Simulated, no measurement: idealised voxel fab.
process module | voxel released beams
cross-section cut | 195 nm wide | cells 5 nm
A cross-section is a grid of square cells, given in bands from the top down. A band is one or more rows of cells.
Each band's line starts with the height of the band's top and of its bottom, in nm. Then come its materials from left to right, each with its width in nm. One material with "throughout" fills the band from edge to edge. "air" is empty space.
Height 0 is the level under which the wafer as received is all one material. The lowest band goes on downwards, as in "0 down".
A width such as "30 to 40" changes by the same amount from each row of cells to the next, from the band's top row to its bottom row.
"no change" after a step means that no cell of the cross-section changed.
closed voids: empty space of 8 cells or more with no open way to the top, each as width x height at its distance from the left edge, in nm
after a step's settings: what the simulator itself notes on the step
overlay nm, on a step with a mask: how far to the right of its planned place the mask lay; to the left if negative
plan
1 op RECEIVE | material Si
2 op CONFORMAL_DEP | material SiN | thk nm 5
3 op DIRECTIONAL_DEP | material SiO2 | thk nm 10
4 op DIRECTIONAL_DEP | material aC | thk nm 10
5 op PATTERN | tone open | mask id ANCHOR | material resist | width nm 40 | thk nm 30 | overlay nm 0
6 op DIRECTIONAL_ETCH | etch materials aC | depth nm 10
7 op STRIP | etch materials resist
8 op DIRECTIONAL_ETCH | etch materials SiO2 | depth nm 10
9 op STRIP | etch materials aC
10 op CONFORMAL_DEP | material W | thk nm 15
11 op MASKED_ETCH | tone cover | mask id BEAM | width nm 110 | etch materials W | depth nm 15 | overlay nm 0
12 op STRIP | etch materials SiO2
first wafer, as planned
as received, after step 1
  0 down: Si throughout
  closed voids: none
after step 2
  5 to 0: SiN throughout
  below 0: unchanged
after step 3
  15 to 5: SiO2 throughout
  below 5: unchanged
after step 4
  25 to 15: aC throughout
  below 15: unchanged
after step 5
  55 to 25: resist 45 | air 40 | resist 110
  below 25: unchanged
after step 6
  45 to 25: resist 45 | air 40 | resist 110
  25 to 15: aC 45 | air 40 | aC 110
  below 15: unchanged
after step 7
  25 to 15: aC 45 | air 40 | aC 110
  below 15: unchanged
after step 8
  25 to 15: aC 45 | air 40 | aC 110
  15 to 5: SiO2 45 | air 40 | SiO2 110
  below 5: unchanged
after step 9
  15 to 5: SiO2 45 | air 40 | SiO2 110
  below 5: unchanged
after step 10
  30 to 20: W 60 | air 10 | W 125
  20 to 15: W throughout
  15 to 5: SiO2 45 | W 40 | SiO2 110
  below 5: unchanged
after step 11
  30 to 20: air 40 | W 20 | air 10 | W 80 | air 45
  20 to 15: air 40 | W 110 | air 45
  below 15: unchanged
after step 12
  30 to 20: air 40 | W 20 | air 10 | W 80 | air 45
  20 to 15: air 40 | W 110 | air 45
  15 to 5: air 45 | W 40 | air 110
  below 5: unchanged
second wafer: like start, like plan, one mistake. Through step 4 it matches the first wafer
when step 5 should have ended
  55 to 25: resist 55 | air 40 | resist 100
  below 25: unchanged
when step 6 should have ended
  45 to 25: resist 55 | air 40 | resist 100
  25 to 15: aC 55 | air 40 | aC 100
  below 15: unchanged
when step 7 should have ended
  25 to 15: aC 55 | air 40 | aC 100
  below 15: unchanged
when step 8 should have ended
  25 to 15: aC 55 | air 40 | aC 100
  15 to 5: SiO2 55 | air 40 | SiO2 100
  below 5: unchanged
when step 9 should have ended
  15 to 5: SiO2 55 | air 40 | SiO2 100
  below 5: unchanged
when step 10 should have ended
  30 to 20: W 70 | air 10 | W 115
  20 to 15: W throughout
  15 to 5: SiO2 55 | W 40 | SiO2 100
  below 5: unchanged
when step 11 should have ended
  30 to 20: air 40 | W 30 | air 10 | W 70 | air 45
  20 to 15: air 40 | W 110 | air 45
  below 15: unchanged
when step 12 should have ended
  30 to 20: air 40 | W 30 | air 10 | W 70 | air 45
  20 to 15: air 40 | W 110 | air 45
  15 to 5: air 55 | W 40 | air 100
  below 5: unchanged
what went wrong: step 5 ran as: op PATTERN | tone open | mask id ANCHOR | material resist | width nm 40 | thk nm 30 | overlay nm 10
at the end the second wafer has, in cells: as many of each material as the first, in other places
